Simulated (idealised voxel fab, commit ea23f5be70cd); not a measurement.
Process module in this document: voxel released beams
The cross-section on display is named cut; it measures 245 nm wide, and its cells are 5 nm squares.
Throughout this document, each cross-section is represented as a grid of square cells and is presented as a sequence of bands enumerated from the top downward, where a band comprises one or more rows of cells.
Heads up on the band format: heights come first, top then bottom, in nm. After that it's the materials left to right, each with its width in nm. A single material flagged "everywhere" fills the whole band edge to edge, and "blank" means there's empty space there.
Basically, 0 is our baseline, since under it the wafer straight out of the box is all one material. The bottom band has no lower end and keeps on going down, so it looks like "0 nm and below".
You'd read "30..40" like this: the band's top row of cells is as wide as the first number, its bottom row is as wide as the second, and going down, every row changes width by the same amount as the row before did.
Reading "remains unaltered" for a step: not a cell of the cross-section changed in it.
Voids not open to the top, 8 cells minimum: see "Closed void listing". Written width x height at distance; distance is from the left edge; nm.
On each step's line, the part that comes after the settings is the simulator's own comment on the step.
A step's line can hold "overlay nm"; with a mask on that step, the setting says how far right of the planned place the mask lay, while a negative setting says it lay to the left.

The planned process steps are enumerated hereunder
step 1: RECEIVE,material Si
step 2: CONFORMAL_DEP,material Al2O3,thk nm 5
step 3: DIRECTIONAL_DEP,material SiO2,thk nm 15
step 4: PATTERN,tone open,mask id ANCHOR,material resist,width nm 45,thk nm 15,overlay nm 0
step 5: DIRECTIONAL_ETCH,etch materials SiO2,depth nm 15
step 6: STRIP,etch materials resist
step 7: CONFORMAL_DEP,material W,thk nm 5
step 8: PATTERN,tone cover,mask id BEAM,material resist,width nm 105,thk nm 20,overlay nm 0
step 9: DIRECTIONAL_ETCH,etch materials W,depth nm 15
step 10: STRIP,etch materials resist
step 11: STRIP,etch materials SiO2
All wafers enter the flow in the same state. The thk nm at step 7 differs from wafer to wafer, and the plan gives the value for the first wafer.

Cross-section of the first of several wafers as received (after step 1)
  0 nm and below: Si everywhere
  Closed void listing: none

Module finished, last step 11 done: cross-section of the first of several wafers
  25 nm to 20 nm: blank 65 nm | W 10 nm | blank 35 nm | W 60 nm | blank 75 nm
  20 nm to 10 nm: blank 70 nm | W 5 nm | blank 35 nm | W 5 nm | blank 130 nm
  10 nm to 5 nm: blank 70 nm | W 45 nm | blank 130 nm
  5 nm to 0 nm: Al2O3 everywhere
  0 nm and below: Si everywhere
  Closed void listing: none

Final wafer of several, shown in cross-section at the end of the module
  50 nm to 35 nm: blank 65 nm | W 105 nm | blank 75 nm
  35 nm to 20 nm: W everywhere
  20 nm to 5 nm: SiO2 70 nm | W 45 nm | SiO2 130 nm
  5 nm to 0 nm: Al2O3 everywhere
  0 nm and below: Si everywhere
  Closed void listing: none

The following table contains a row per wafer, in which are reported, at the conclusion of the module, the cells of each material gained (+) or lost (-) since the wafer's receipt, with its closed voids given thereafter
thk nm 5; +49 Al2O3; +27 W; Closed void listing: none
thk nm 10; +49 Al2O3; +54 W; Closed void listing: none
thk nm 15; +49 Al2O3; +81 W; Closed void listing: none
thk nm 20; +49 Al2O3; +120 SiO2; +136 W; Closed void listing: none
thk nm 25; +49 Al2O3; +120 SiO2; +188 W; Closed void listing: none
thk nm 30; +49 Al2O3; +120 SiO2; +237 W; Closed void listing: none
